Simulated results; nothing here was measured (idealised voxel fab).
voxel capacitor over wiring: a process module
Cross-section cut: width 165 nm, square cells of 5 nm.
Cross-section = grid of square cells, listed top down in bands; band = one or more rows.
For a band, the entry starts with two heights in nm, that of the top and then that of the bottom, and carries on with the band's materials in order from left to right, each alongside its width in nm; the word "edge to edge" beside a single material means it fills the band edge to edge, and "air" means empty space.
A quick word on heights: they are counted from 0, and under that level the wafer as it came to us is one material throughout. The lowest band is different from the rest in having no bottom; it simply continues downward, written as in "0 down".
Note: "30 to 40" means the width goes from the first number (top row of the band) to the second number (bottom row) in equal steps per row of cells.
Where a step carries "no alteration", the cross-section came out of it unchanged, cell for cell.
Unvented internal voids: empty space of 8 cells or more with no open way to the top, each as width x height at its distance from the left edge, in nm
What comes after the settings on a step's line is commentary from the simulator itself on that step.
overlay nm: mask offset rightward from planned place, masked step; negative means leftward offset.
Note on reading: below, each pair holds a cross-section from before one process step and one from after it; the one from after shows only down to the lowest band that changed. Beneath the pair, the step in between is stated along with its settings. The pairs can stem from different runs of this module on the same starting wafer. Where a pair's entry headed "Incoming profile" says so, and only there, that pair continues from the pair above it.
**Incoming profile**
    0 down | Si edge to edge
    Unvented internal voids: none
**Post-Process View**
    10 to 0 | SiO2 edge to edge
    Anything lower than 0 is untouched.
    Unvented internal voids: none
Between the two cross-sections you see above, the step is CONFORMAL_DEP,material SiO2,thk nm 10
Incoming profile: For the state before this step, see the after cross-section of the pair located directly above.
**Post-Process View**
    15 to 10 | TiN edge to edge
    Anything lower than 10 is untouched.
    Unvented internal voids: none
Between the two cross-sections you see above, the step is DIRECTIONAL_DEP,material TiN,thk nm 5
Incoming profile: For the state before this step, see the after cross-section of the pair located directly above.
**Post-Process View**
    40 to 15 | W edge to edge
    Anything lower than 15 is untouched.
    Unvented internal voids: none
Between the two cross-sections you see above, the step is DIRECTIONAL_DEP,material W,thk nm 25
Incoming profile: For the state before this step, see the after cross-section of the pair located directly above.
**Post-Process View**
    60 to 40 | air 20, resist 30, air 60, resist 30, air 25
    Anything lower than 40 is untouched.
    Unvented internal voids: none
Between the two cross-sections you see above, the step is PATTERN,tone cover,mask id METAL_1,material resist,width nm 30,pitch nm 90,thk nm 20,overlay nm 0
Incoming profile: For the state before this step, see the after cross-section of the pair located directly above.
**Post-Process View**
    60 to 40 | air 20, resist 30, air 60, resist 30, air 25
    40 to 15 | air 20, W 30, air 60, W 30, air 25
    Anything lower than 15 is untouched.
    Unvented internal voids: none
Between the two cross-sections you see above, the step is DIRECTIONAL_ETCH,etch materials W,depth nm 25
Incoming profile: For the state before this step, see the after cross-section of the pair located directly above.
**Post-Process View**
    60 to 40 | air 20, resist 30, air 60, resist 30, air 25
    40 to 15 | air 20, W 30, air 60, W 30, air 25
    15 to 10 | air 20, TiN 30, air 60, TiN 30, air 25
    Anything lower than 10 is untouched.
    Unvented internal voids: none
Between the two cross-sections you see above, the step is DIRECTIONAL_ETCH,etch materials TiN,depth nm 5
Incoming profile: For the state before this step, see the after cross-section of the pair located directly above.
**Post-Process View**
    40 to 15 | air 20, W 30, air 60, W 30, air 25
    Anything lower than 15 is untouched.
    Unvented internal voids: none
Between the two cross-sections you see above, the step is STRIP,etch materials resist
Incoming profile: For the state before this step, see the after cross-section of the pair located directly above.
**Post-Process View**
    50 to 40 | lowk edge to edge
    40 to 15 | lowk 20, W 30, lowk 60, W 30, lowk 25
    15 to 10 | lowk 20, TiN 30, lowk 60, TiN 30, lowk 25
    Anything lower than 10 is untouched.
    Unvented internal voids: none
Between the two cross-sections you see above, the step is FILL_DEP,material lowk,thk nm 10
Incoming profile: For the state before this step, see the after cross-section of the pair located directly above.
**Post-Process View**
    40 to 15 | lowk 20, W 30, lowk 60, W 30, lowk 25
    Anything lower than 15 is untouched.
    Unvented internal voids: none
Between the two cross-sections you see above, the step is CMP,height nm 40
Incoming profile: For the state before this step, see the after cross-section of the pair located directly above.
**Post-Process View**
    45 to 40 | SiCN edge to edge
    Anything lower than 40 is untouched.
    Unvented internal voids: none
Between the two cross-sections you see above, the step is CONFORMAL_DEP,material SiCN,thk nm 5
Incoming profile: For the state before this step, see the after cross-section of the pair located directly above.
**Post-Process View**
    55 to 45 | lowk edge to edge
    Anything lower than 45 is untouched.
    Unvented internal voids: none
Between the two cross-sections you see above, the step is DIRECTIONAL_DEP,material lowk,thk nm 10
Incoming profile: For the state before this step, see the after cross-section of the pair located directly above.
**Post-Process View**
    55 to 45 | lowk 35, air 15, lowk 115
    Anything lower than 45 is untouched.
    Unvented internal voids: none
Between the two cross-sections you see above, the step is MASKED_ETCH,tone open,mask id PLUG_1,width nm 15,etch materials lowk,depth nm 10,overlay nm 0
Incoming profile: For the state before this step, see the after cross-section of the pair located directly above.
**Post-Process View**
    55 to 45 | lowk 35, air 15, lowk 115
    45 to 40 | SiCN 35, air 15, SiCN 115
    Anything lower than 40 is untouched.
    Unvented internal voids: none
Between the two cross-sections you see above, the step is MASKED_ETCH,tone open,mask id PLUG_1,width nm 15,etch materials SiCN,depth nm 5,overlay nm 0
Incoming profile: For the state before this step, see the after cross-section of the pair located directly above.
**Post-Process View**
    60 to 55 | TiN 40, air 5, TiN 120
    55 to 45 | lowk 35, TiN 5, air 5, TiN 5, lowk 115
    45 to 40 | SiCN 35, TiN 15, SiCN 115
    Anything lower than 40 is untouched.
    Unvented internal voids: none
Between the two cross-sections you see above, the step is CONFORMAL_DEP,material TiN,thk nm 5
Incoming profile: For the state before this step, see the after cross-section of the pair located directly above.
**Post-Process View**
    65 to 60 | Ru edge to edge
    60 to 55 | TiN 40, Ru 5, TiN 120
    55 to 45 | lowk 35, TiN 5, Ru 5, TiN 5, lowk 115
    Anything lower than 45 is untouched.
    Unvented internal voids: none
Between the two cross-sections you see above, the step is FILL_DEP,material Ru,thk nm 5
Incoming profile: For the state before this step, see the after cross-section of the pair located directly above.
**Post-Process View**
    55 to 45 | lowk 35, TiN 5, Ru 5, TiN 5, lowk 115
    Anything lower than 45 is untouched.
    Unvented internal voids: none
Between the two cross-sections you see above, the step is CMP,height nm 55
Incoming profile: For the state before this step, see the after cross-section of the pair located directly above.
**Post-Process View**
    65 to 55 | TiN edge to edge
    Anything lower than 55 is untouched.
    Unvented internal voids: none
Between the two cross-sections you see above, the step is DIRECTIONAL_DEP,material TiN,thk nm 10
Incoming profile: For the state before this step, see the after cross-section of the pair located directly above.
**Post-Process View**
    70 to 65 | SiN edge to edge
    Anything lower than 65 is untouched.
    Unvented internal voids: none
Between the two cross-sections you see above, the step is DIRECTIONAL_DEP,material SiN,thk nm 5
Incoming profile: For the state before this step, see the after cross-section of the pair located directly above.
**Post-Process View**
    80 to 70 | TiN edge to edge
    Anything lower than 70 is untouched.
    Unvented internal voids: none
Between the two cross-sections you see above, the step is DIRECTIONAL_DEP,material TiN,thk nm 10
Incoming profile: For the state before this step, see the after cross-section of the pair located directly above.
**Post-Process View**
    95 to 80 | aC edge to edge
    Anything lower than 80 is untouched.
    Unvented internal voids: none
Between the two cross-sections you see above, the step is DIRECTIONAL_DEP,material aC,thk nm 15
Incoming profile: For the state before this step, see the after cross-section of the pair located directly above.
**Post-Process View**
    130 to 95 | air 35, resist 65, air 65
    Anything lower than 95 is untouched.
    Unvented internal voids: none
Between the two cross-sections you see above, the step is PATTERN,tone cover,mask id UPPER_PLATE,material resist,width nm 65,thk nm 35,overlay nm 0
Incoming profile: For the state before this step, see the after cross-section of the pair located directly above.
**Post-Process View**
    115 to 95 | air 35, resist 65, air 65
    95 to 80 | air 35, aC 65, air 65
    Anything lower than 80 is untouched.
    Unvented internal voids: none
Between the two cross-sections you see above, the step is DIRECTIONAL_ETCH,etch materials aC,depth nm 15
Incoming profile: For the state before this step, see the after cross-section of the pair located directly above.
**Post-Process View**
    95 to 80 | air 35, aC 65, air 65
    Anything lower than 80 is untouched.
    Unvented internal voids: none
Between the two cross-sections you see above, the step is STRIP,etch materials resist
Incoming profile: For the state before this step, see the after cross-section of the pair located directly above.
**Post-Process View**
    95 to 80 | air 35, aC 65, air 65
    80 to 70 | air 35, TiN 65, air 65
    Anything lower than 70 is untouched.
    Unvented internal voids: none
Between the two cross-sections you see above, the step is DIRECTIONAL_ETCH,etch materials TiN,depth nm 10
Incoming profile: For the state before this step, see the after cross-section of the pair located directly above.
**Post-Process View**
    95 to 80 | air 35, aC 65, air 65
    80 to 70 | air 35, TiN 65, air 65
    70 to 65 | air 35, SiN 65, air 65
    Anything lower than 65 is untouched.
    Unvented internal voids: none
Between the two cross-sections you see above, the step is DIRECTIONAL_ETCH,etch materials SiN,depth nm 5
Incoming profile: For the state before this step, see the after cross-section of the pair located directly above.
**Post-Process View**
    80 to 70 | air 35, TiN 65, air 65
    Anything lower than 70 is untouched.
    Unvented internal voids: none
Between the two cross-sections you see above, the step is STRIP,etch materials aC
Incoming profile: For the state before this step, see the after cross-section of the pair located directly above.
**Post-Process View**
    80 to 70 | air 35, TiN 65, air 65
    70 to 65 | air 35, SiN 65, air 65
    65 to 55 | air 30, TiN 75, air 60
    Anything lower than 55 is untouched.
    Unvented internal voids: none
Between the two cross-sections you see above, the step is MASKED_ETCH,tone cover,mask id LOWER_PLATE,width nm 75,etch materials TiN,depth nm 10,overlay nm 0
Incoming profile: For the state before this step, see the after cross-section of the pair located directly above.
**Post-Process View**
    100 to 80 | SiO2 edge to edge
    80 to 70 | SiO2 35, TiN 65, SiO2 65
    70 to 65 | SiO2 35, SiN 65, SiO2 65
    65 to 55 | SiO2 30, TiN 75, SiO2 60
    Anything lower than 55 is untouched.
    Unvented internal voids: none
Between the two cross-sections you see above, the step is FILL_DEP,material SiO2,thk nm 20
Incoming profile: For the state before this step, see the after cross-section of the pair located directly above.
**Post-Process View**
    95 to 80 | SiO2 edge to edge
    Anything lower than 80 is untouched.
    Unvented internal voids: none
Between the two cross-sections you see above, the step is CMP,height nm 95
Incoming profile: For the state before this step, see the after cross-section of the pair located directly above.
**Post-Process View**
    115 to 95 | resist 45, air 15, resist 105
    Anything lower than 95 is untouched.
    Unvented internal voids: none
Between the two cross-sections you see above, the step is PATTERN,tone open,mask id PLUG_2,material resist,width nm 15,thk nm 20,overlay nm 0
Incoming profile: For the state before this step, see the after cross-section of the pair located directly above.
**Post-Process View**
    115 to 95 | resist 45, air 15, resist 105
    95 to 80 | SiO2 45, air 15, SiO2 105
    Anything lower than 80 is untouched.
    Unvented internal voids: none
Between the two cross-sections you see above, the step is DIRECTIONAL_ETCH,etch materials SiO2,depth nm 15
Incoming profile: For the state before this step, see the after cross-section of the pair located directly above.
**Post-Process View**
    95 to 80 | SiO2 45, air 15, SiO2 105
    Anything lower than 80 is untouched.
    Unvented internal voids: none
Between the two cross-sections you see above, the step is STRIP,etch materials resist
Incoming profile: For the state before this step, see the after cross-section of the pair located directly above.
**Post-Process View**
    100 to 95 | TiN 50, air 5, TiN 110
    95 to 85 | SiO2 45, TiN 5, air 5, TiN 5, SiO2 105
    85 to 80 | SiO2 45, TiN 15, SiO2 105
    Anything lower than 80 is untouched.
    Unvented internal voids: none
Between the two cross-sections you see above, the step is CONFORMAL_DEP,material TiN,thk nm 5
Incoming profile: For the state before this step, see the after cross-section of the pair located directly above.
**Post-Process View**
    110 to 100 | Ru edge to edge
    100 to 95 | TiN 50, Ru 5, TiN 110
    95 to 85 | SiO2 45, TiN 5, Ru 5, TiN 5, SiO2 105
    Anything lower than 85 is untouched.
    Unvented internal voids: none
Between the two cross-sections you see above, the step is FILL_DEP,material Ru,thk nm 10
Incoming profile: For the state before this step, see the after cross-section of the pair located directly above.
**Post-Process View**
    95 to 85 | SiO2 45, TiN 5, Ru 5, TiN 5, SiO2 105
    Anything lower than 85 is untouched.
    Unvented internal voids: none
Between the two cross-sections you see above, the step is CMP,height nm 95
Incoming profile: For the state before this step, see the after cross-section of the pair located directly above.
**Post-Process View**
    100 to 95 | SiN edge to edge
    Anything lower than 95 is untouched.
    Unvented internal voids: none
Between the two cross-sections you see above, the step is CONFORMAL_DEP,material SiN,thk nm 5
**Incoming profile**
    45 to 40 | SiCN edge to edge
    40 to 15 | lowk 20, W 30, lowk 60, W 30, lowk 25
    15 to 10 | lowk 20, TiN 30, lowk 60, TiN 30, lowk 25
    10 to 0 | SiO2 edge to edge
    0 down | Si edge to edge
    Unvented internal voids: none
**Post-Process View**
    45 to 40 | SiCN 35, air 15, SiCN 115
    Anything lower than 40 is untouched.
    Unvented internal voids: none
Between the two cross-sections you see above, the step is MASKED_ETCH,tone open,mask id PLUG_1,width nm 15,etch materials SiCN,depth nm 5,overlay nm 0
Incoming profile: For the state before this step, see the after cross-section of the pair located directly above.
**Post-Process View**
    50 to 45 | TiN 40, air 5, TiN 120
    45 to 40 | SiCN 35, TiN 15, SiCN 115
    Anything lower than 40 is untouched.
    Unvented internal voids: none
Between the two cross-sections you see above, the step is CONFORMAL_DEP,material TiN,thk nm 5
Incoming profile: For the state before this step, see the after cross-section of the pair located directly above.
**Post-Process View**
    55 to 50 | Ru edge to edge
    50 to 45 | TiN 40, Ru 5, TiN 120
    Anything lower than 45 is untouched.
    Unvented internal voids: none
Between the two cross-sections you see above, the step is FILL_DEP,material Ru,thk nm 5
Incoming profile: For the state before this step, see the after cross-section of the pair located directly above.
**Post-Process View**
    65 to 55 | TiN edge to edge
    Anything lower than 55 is untouched.
    Unvented internal voids: none
Between the two cross-sections you see above, the step is DIRECTIONAL_DEP,material TiN,thk nm 10
Incoming profile: For the state before this step, see the after cross-section of the pair located directly above.
**Post-Process View**
    70 to 65 | SiN edge to edge
    Anything lower than 65 is untouched.
    Unvented internal voids: none
Between the two cross-sections you see above, the step is DIRECTIONAL_DEP,material SiN,thk nm 5
Incoming profile: For the state before this step, see the after cross-section of the pair located directly above.
**Post-Process View**
    80 to 70 | TiN edge to edge
    Anything lower than 70 is untouched.
    Unvented internal voids: none
Between the two cross-sections you see above, the step is DIRECTIONAL_DEP,material TiN,thk nm 10
Incoming profile: For the state before this step, see the after cross-section of the pair located directly above.
**Post-Process View**
    95 to 80 | aC edge to edge
    Anything lower than 80 is untouched.
    Unvented internal voids: none
Between the two cross-sections you see above, the step is DIRECTIONAL_DEP,material aC,thk nm 15
Incoming profile: For the state before this step, see the after cross-section of the pair located directly above.
**Post-Process View**
    130 to 95 | air 35, resist 65, air 65
    Anything lower than 95 is untouched.
    Unvented internal voids: none
Between the two cross-sections you see above, the step is PATTERN,tone cover,mask id UPPER_PLATE,material resist,width nm 65,thk nm 35,overlay nm 0
Incoming profile: For the state before this step, see the after cross-section of the pair located directly above.
**Post-Process View**
    115 to 95 | air 35, resist 65, air 65
    95 to 80 | air 35, aC 65, air 65
    Anything lower than 80 is untouched.
    Unvented internal voids: none
Between the two cross-sections you see above, the step is DIRECTIONAL_ETCH,etch materials aC,depth nm 15
Incoming profile: For the state before this step, see the after cross-section of the pair located directly above.
**Post-Process View**
    95 to 80 | air 35, aC 65, air 65
    Anything lower than 80 is untouched.
    Unvented internal voids: none
Between the two cross-sections you see above, the step is STRIP,etch materials resist
Incoming profile: For the state before this step, see the after cross-section of the pair located directly above.
**Post-Process View**
    95 to 80 | air 35, aC 65, air 65
    80 to 70 | air 35, TiN 65, air 65
    Anything lower than 70 is untouched.
    Unvented internal voids: none
Between the two cross-sections you see above, the step is DIRECTIONAL_ETCH,etch materials TiN,depth nm 10
Incoming profile: For the state before this step, see the after cross-section of the pair located directly above.
**Post-Process View**
    95 to 80 | air 35, aC 65, air 65
    80 to 70 | air 35, TiN 65, air 65
    70 to 65 | air 35, SiN 65, air 65
    Anything lower than 65 is untouched.
    Unvented internal voids: none
Between the two cross-sections you see above, the step is DIRECTIONAL_ETCH,etch materials SiN,depth nm 5
Incoming profile: For the state before this step, see the after cross-section of the pair located directly above.
**Post-Process View**
    80 to 70 | air 35, TiN 65, air 65
    Anything lower than 70 is untouched.
    Unvented internal voids: none
Between the two cross-sections you see above, the step is STRIP,etch materials aC
Incoming profile: For the state before this step, see the after cross-section of the pair located directly above.
**Post-Process View**
    80 to 70 | air 35, TiN 65, air 65
    70 to 65 | air 35, SiN 65, air 65
    65 to 55 | air 30, TiN 75, air 60
    Anything lower than 55 is untouched.
    Unvented internal voids: none
Between the two cross-sections you see above, the step is MASKED_ETCH,tone cover,mask id LOWER_PLATE,width nm 75,etch materials TiN,depth nm 10,overlay nm 0
Incoming profile: For the state before this step, see the after cross-section of the pair located directly above.
**Post-Process View**
    100 to 80 | SiO2 edge to edge
    80 to 70 | SiO2 35, TiN 65, SiO2 65
    70 to 65 | SiO2 35, SiN 65, SiO2 65
    65 to 55 | SiO2 30, TiN 75, SiO2 60
    Anything lower than 55 is untouched.
    Unvented internal voids: none
Between the two cross-sections you see above, the step is FILL_DEP,material SiO2,thk nm 20
Incoming profile: For the state before this step, see the after cross-section of the pair located directly above.
**Post-Process View**
    95 to 80 | SiO2 edge to edge
    Anything lower than 80 is untouched.
    Unvented internal voids: none
Between the two cross-sections you see above, the step is CMP,height nm 95
Incoming profile: For the state before this step, see the after cross-section of the pair located directly above.
**Post-Process View**
    115 to 95 | resist 45, air 15, resist 105
    Anything lower than 95 is untouched.
    Unvented internal voids: none
Between the two cross-sections you see above, the step is PATTERN,tone open,mask id PLUG_2,material resist,width nm 15,thk nm 20,overlay nm 0
Incoming profile: For the state before this step, see the after cross-section of the pair located directly above.
**Post-Process View**
    115 to 95 | resist 45, air 15, resist 105
    95 to 80 | SiO2 45, air 15, SiO2 105
    Anything lower than 80 is untouched.
    Unvented internal voids: none
Between the two cross-sections you see above, the step is DIRECTIONAL_ETCH,etch materials SiO2,depth nm 15
Incoming profile: For the state before this step, see the after cross-section of the pair located directly above.
**Post-Process View**
    95 to 80 | SiO2 45, air 15, SiO2 105
    Anything lower than 80 is untouched.
    Unvented internal voids: none
Between the two cross-sections you see above, the step is STRIP,etch materials resist
Incoming profile: For the state before this step, see the after cross-section of the pair located directly above.
**Post-Process View**
    100 to 95 | TiN 50, air 5, TiN 110
    95 to 85 | SiO2 45, TiN 5, air 5, TiN 5, SiO2 105
    85 to 80 | SiO2 45, TiN 15, SiO2 105
    Anything lower than 80 is untouched.
    Unvented internal voids: none
Between the two cross-sections you see above, the step is CONFORMAL_DEP,material TiN,thk nm 5
Incoming profile: For the state before this step, see the after cross-section of the pair located directly above.
**Post-Process View**
    110 to 100 | Ru edge to edge
    100 to 95 | TiN 50, Ru 5, TiN 110
    95 to 85 | SiO2 45, TiN 5, Ru 5, TiN 5, SiO2 105
    Anything lower than 85 is untouched.
    Unvented internal voids: none
Between the two cross-sections you see above, the step is FILL_DEP,material Ru,thk nm 10
Incoming profile: For the state before this step, see the after cross-section of the pair located directly above.
**Post-Process View**
    95 to 85 | SiO2 45, TiN 5, Ru 5, TiN 5, SiO2 105
    Anything lower than 85 is untouched.
    Unvented internal voids: none
Between the two cross-sections you see above, the step is CMP,height nm 95
Incoming profile: For the state before this step, see the after cross-section of the pair located directly above.
**Post-Process View**
    100 to 95 | SiN edge to edge
    Anything lower than 95 is untouched.
    Unvented internal voids: none
Between the two cross-sections you see above, the step is CONFORMAL_DEP,material SiN,thk nm 5
**Incoming profile**
    55 to 45 | lowk 35, TiN 5, Ru 5, TiN 5, lowk 115
    45 to 40 | SiCN 35, TiN 15, SiCN 115
    40 to 15 | lowk 20, W 30, lowk 60, W 30, lowk 25
    15 to 10 | lowk 20, TiN 30, lowk 60, TiN 30, lowk 25
    10 to 0 | SiO2 edge to edge
    0 down | Si edge to edge
    Unvented internal voids: none
**Post-Process View**
    60 to 55 | SiN edge to edge
    Anything lower than 55 is untouched.
    Unvented internal voids: none
Between the two cross-sections you see above, the step is DIRECTIONAL_DEP,material SiN,thk nm 5
Incoming profile: For the state before this step, see the after cross-section of the pair located directly above.
**Post-Process View**
    70 to 60 | TiN edge to edge
    Anything lower than 60 is untouched.
    Unvented internal voids: none
Between the two cross-sections you see above, the step is DIRECTIONAL_DEP,material TiN,thk nm 10
Incoming profile: For the state before this step, see the after cross-section of the pair located directly above.
**Post-Process View**
    80 to 60 | TiN edge to edge
    Anything lower than 60 is untouched.
    Unvented internal voids: none
Between the two cross-sections you see above, the step is DIRECTIONAL_DEP,material TiN,thk nm 10
Incoming profile: For the state before this step, see the after cross-section of the pair located directly above.
**Post-Process View**
    95 to 80 | aC edge to edge
    Anything lower than 80 is untouched.
    Unvented internal voids: none
Between the two cross-sections you see above, the step is DIRECTIONAL_DEP,material aC,thk nm 15
Incoming profile: For the state before this step, see the after cross-section of the pair located directly above.
**Post-Process View**
    130 to 95 | air 35, resist 65, air 65
    Anything lower than 95 is untouched.
    Unvented internal voids: none
Between the two cross-sections you see above, the step is PATTERN,tone cover,mask id UPPER_PLATE,material resist,width nm 65,thk nm 35,overlay nm 0
Incoming profile: For the state before this step, see the after cross-section of the pair located directly above.
**Post-Process View**
    115 to 95 | air 35, resist 65, air 65
    95 to 80 | air 35, aC 65, air 65
    Anything lower than 80 is untouched.
    Unvented internal voids: none
Between the two cross-sections you see above, the step is DIRECTIONAL_ETCH,etch materials aC,depth nm 15
Incoming profile: For the state before this step, see the after cross-section of the pair located directly above.
**Post-Process View**
    95 to 80 | air 35, aC 65, air 65
    Anything lower than 80 is untouched.
    Unvented internal voids: none
Between the two cross-sections you see above, the step is STRIP,etch materials resist
Incoming profile: For the state before this step, see the after cross-section of the pair located directly above.
**Post-Process View**
    95 to 80 | air 35, aC 65, air 65
    80 to 70 | air 35, TiN 65, air 65
    Anything lower than 70 is untouched.
    Unvented internal voids: none
Between the two cross-sections you see above, the step is DIRECTIONAL_ETCH,etch materials TiN,depth nm 10
Incoming profile: For the state before this step, see the after cross-section of the pair located directly above.
**Post-Process View**
    80 to 70 | air 35, TiN 65, air 65
    Anything lower than 70 is untouched.
    Unvented internal voids: none
Between the two cross-sections you see above, the step is STRIP,etch materials aC
Incoming profile: For the state before this step, see the after cross-section of the pair located directly above.
**Post-Process View**
    80 to 70 | air 35, TiN 65, air 65
    70 to 60 | air 30, TiN 75, air 60
    Anything lower than 60 is untouched.
    Unvented internal voids: none
Between the two cross-sections you see above, the step is MASKED_ETCH,tone cover,mask id LOWER_PLATE,width nm 75,etch materials TiN,depth nm 10,overlay nm 0
Incoming profile: For the state before this step, see the after cross-section of the pair located directly above.
**Post-Process View**
    100 to 80 | SiO2 edge to edge
    80 to 70 | SiO2 35, TiN 65, SiO2 65
    70 to 60 | SiO2 30, TiN 75, SiO2 60
    Anything lower than 60 is untouched.
    Unvented internal voids: none
Between the two cross-sections you see above, the step is FILL_DEP,material SiO2,thk nm 20
Incoming profile: For the state before this step, see the after cross-section of the pair located directly above.
**Post-Process View**
    95 to 80 | SiO2 edge to edge
    Anything lower than 80 is untouched.
    Unvented internal voids: none
Between the two cross-sections you see above, the step is CMP,height nm 95
Incoming profile: For the state before this step, see the after cross-section of the pair located directly above.
**Post-Process View**
    115 to 95 | resist 45, air 15, resist 105
    Anything lower than 95 is untouched.
    Unvented internal voids: none
Between the two cross-sections you see above, the step is PATTERN,tone open,mask id PLUG_2,material resist,width nm 15,thk nm 20,overlay nm 0
Incoming profile: For the state before this step, see the after cross-section of the pair located directly above.
**Post-Process View**
    115 to 95 | resist 45, air 15, resist 105
    95 to 80 | SiO2 45, air 15, SiO2 105
    Anything lower than 80 is untouched.
    Unvented internal voids: none
Between the two cross-sections you see above, the step is DIRECTIONAL_ETCH,etch materials SiO2,depth nm 15
Incoming profile: For the state before this step, see the after cross-section of the pair located directly above.
**Post-Process View**
    95 to 80 | SiO2 45, air 15, SiO2 105
    Anything lower than 80 is untouched.
    Unvented internal voids: none
Between the two cross-sections you see above, the step is STRIP,etch materials resist
Incoming profile: For the state before this step, see the after cross-section of the pair located directly above.
**Post-Process View**
    100 to 95 | TiN 50, air 5, TiN 110
    95 to 85 | SiO2 45, TiN 5, air 5, TiN 5, SiO2 105
    85 to 80 | SiO2 45, TiN 15, SiO2 105
    Anything lower than 80 is untouched.
    Unvented internal voids: none
Between the two cross-sections you see above, the step is CONFORMAL_DEP,material TiN,thk nm 5
Incoming profile: For the state before this step, see the after cross-section of the pair located directly above.
**Post-Process View**
    110 to 100 | Ru edge to edge
    100 to 95 | TiN 50, Ru 5, TiN 110
    95 to 85 | SiO2 45, TiN 5, Ru 5, TiN 5, SiO2 105
    Anything lower than 85 is untouched.
    Unvented internal voids: none
Between the two cross-sections you see above, the step is FILL_DEP,material Ru,thk nm 10
Incoming profile: For the state before this step, see the after cross-section of the pair located directly above.
**Post-Process View**
    95 to 85 | SiO2 45, TiN 5, Ru 5, TiN 5, SiO2 105
    Anything lower than 85 is untouched.
    Unvented internal voids: none
Between the two cross-sections you see above, the step is CMP,height nm 95
Incoming profile: For the state before this step, see the after cross-section of the pair located directly above.
**Post-Process View**
    100 to 95 | SiN edge to edge
    Anything lower than 95 is untouched.
    Unvented internal voids: none
Between the two cross-sections you see above, the step is CONFORMAL_DEP,material SiN,thk nm 5
**Incoming profile**
    50 to 40 | lowk edge to edge
    40 to 15 | lowk 20, W 30, lowk 60, W 30, lowk 25
    15 to 10 | lowk 20, TiN 30, lowk 60, TiN 30, lowk 25
    10 to 0 | SiO2 edge to edge
    0 down | Si edge to edge
    Unvented internal voids: none
**Post-Process View**
    30 to 15 | lowk 20, W 30, lowk 60, W 30, lowk 25
    Anything lower than 15 is untouched.
    Unvented internal voids: none
Between the two cross-sections you see above, the step is CMP,height nm 30
Incoming profile: For the state before this step, see the after cross-section of the pair located directly above.
**Post-Process View**
    35 to 30 | SiCN edge to edge
    Anything lower than 30 is untouched.
    Unvented internal voids: none
Between the two cross-sections you see above, the step is CONFORMAL_DEP,material SiCN,thk nm 5
Incoming profile: For the state before this step, see the after cross-section of the pair located directly above.
**Post-Process View**
    45 to 35 | lowk edge to edge
    Anything lower than 35 is untouched.
    Unvented internal voids: none
Between the two cross-sections you see above, the step is DIRECTIONAL_DEP,material lowk,thk nm 10
Incoming profile: For the state before this step, see the after cross-section of the pair located directly above.
**Post-Process View**
    45 to 35 | lowk 35, air 15, lowk 115
    Anything lower than 35 is untouched.
    Unvented internal voids: none
Between the two cross-sections you see above, the step is MASKED_ETCH,tone open,mask id PLUG_1,width nm 15,etch materials lowk,depth nm 10,overlay nm 0
Incoming profile: For the state before this step, see the after cross-section of the pair located directly above.
**Post-Process View**
    45 to 35 | lowk 35, air 15, lowk 115
    35 to 30 | SiCN 35, air 15, SiCN 115
    Anything lower than 30 is untouched.
    Unvented internal voids: none
Between the two cross-sections you see above, the step is MASKED_ETCH,tone open,mask id PLUG_1,width nm 15,etch materials SiCN,depth nm 5,overlay nm 0
Incoming profile: For the state before this step, see the after cross-section of the pair located directly above.
**Post-Process View**
    50 to 45 | TiN 40, air 5, TiN 120
    45 to 35 | lowk 35, TiN 5, air 5, TiN 5, lowk 115
    35 to 30 | SiCN 35, TiN 15, SiCN 115
    Anything lower than 30 is untouched.
    Unvented internal voids: none
Between the two cross-sections you see above, the step is CONFORMAL_DEP,material TiN,thk nm 5
Incoming profile: For the state before this step, see the after cross-section of the pair located directly above.
**Post-Process View**
    55 to 50 | Ru edge to edge
    50 to 45 | TiN 40, Ru 5, TiN 120
    45 to 35 | lowk 35, TiN 5, Ru 5, TiN 5, lowk 115
    Anything lower than 35 is untouched.
    Unvented internal voids: none
Between the two cross-sections you see above, the step is FILL_DEP,material Ru,thk nm 5
Incoming profile: For the state before this step, see the after cross-section of the pair located directly above.
**Post-Process View**
    65 to 55 | TiN edge to edge
    Anything lower than 55 is untouched.
    Unvented internal voids: none
Between the two cross-sections you see above, the step is DIRECTIONAL_DEP,material TiN,thk nm 10
Incoming profile: For the state before this step, see the after cross-section of the pair located directly above.
**Post-Process View**
    70 to 65 | SiN edge to edge
    Anything lower than 65 is untouched.
    Unvented internal voids: none
Between the two cross-sections you see above, the step is DIRECTIONAL_DEP,material SiN,thk nm 5
Incoming profile: For the state before this step, see the after cross-section of the pair located directly above.
**Post-Process View**
    80 to 70 | TiN edge to edge
    Anything lower than 70 is untouched.
    Unvented internal voids: none
Between the two cross-sections you see above, the step is DIRECTIONAL_DEP,material TiN,thk nm 10
Incoming profile: For the state before this step, see the after cross-section of the pair located directly above.
**Post-Process View**
    95 to 80 | aC edge to edge
    Anything lower than 80 is untouched.
    Unvented internal voids: none
Between the two cross-sections you see above, the step is DIRECTIONAL_DEP,material aC,thk nm 15
Incoming profile: For the state before this step, see the after cross-section of the pair located directly above.
**Post-Process View**
    130 to 95 | air 35, resist 65, air 65
    Anything lower than 95 is untouched.
    Unvented internal voids: none
Between the two cross-sections you see above, the step is PATTERN,tone cover,mask id UPPER_PLATE,material resist,width nm 65,thk nm 35,overlay nm 0
Incoming profile: For the state before this step, see the after cross-section of the pair located directly above.
**Post-Process View**
    115 to 95 | air 35, resist 65, air 65
    95 to 80 | air 35, aC 65, air 65
    Anything lower than 80 is untouched.
    Unvented internal voids: none
Between the two cross-sections you see above, the step is DIRECTIONAL_ETCH,etch materials aC,depth nm 15
Incoming profile: For the state before this step, see the after cross-section of the pair located directly above.
**Post-Process View**
    95 to 80 | air 35, aC 65, air 65
    Anything lower than 80 is untouched.
    Unvented internal voids: none
Between the two cross-sections you see above, the step is STRIP,etch materials resist
Incoming profile: For the state before this step, see the after cross-section of the pair located directly above.
**Post-Process View**
    95 to 80 | air 35, aC 65, air 65
    80 to 70 | air 35, TiN 65, air 65
    Anything lower than 70 is untouched.
    Unvented internal voids: none
Between the two cross-sections you see above, the step is DIRECTIONAL_ETCH,etch materials TiN,depth nm 10
Incoming profile: For the state before this step, see the after cross-section of the pair located directly above.
**Post-Process View**
    95 to 80 | air 35, aC 65, air 65
    80 to 70 | air 35, TiN 65, air 65
    70 to 65 | air 35, SiN 65, air 65
    Anything lower than 65 is untouched.
    Unvented internal voids: none
Between the two cross-sections you see above, the step is DIRECTIONAL_ETCH,etch materials SiN,depth nm 5
Incoming profile: For the state before this step, see the after cross-section of the pair located directly above.
**Post-Process View**
    80 to 70 | air 35, TiN 65, air 65
    Anything lower than 70 is untouched.
    Unvented internal voids: none
Between the two cross-sections you see above, the step is STRIP,etch materials aC
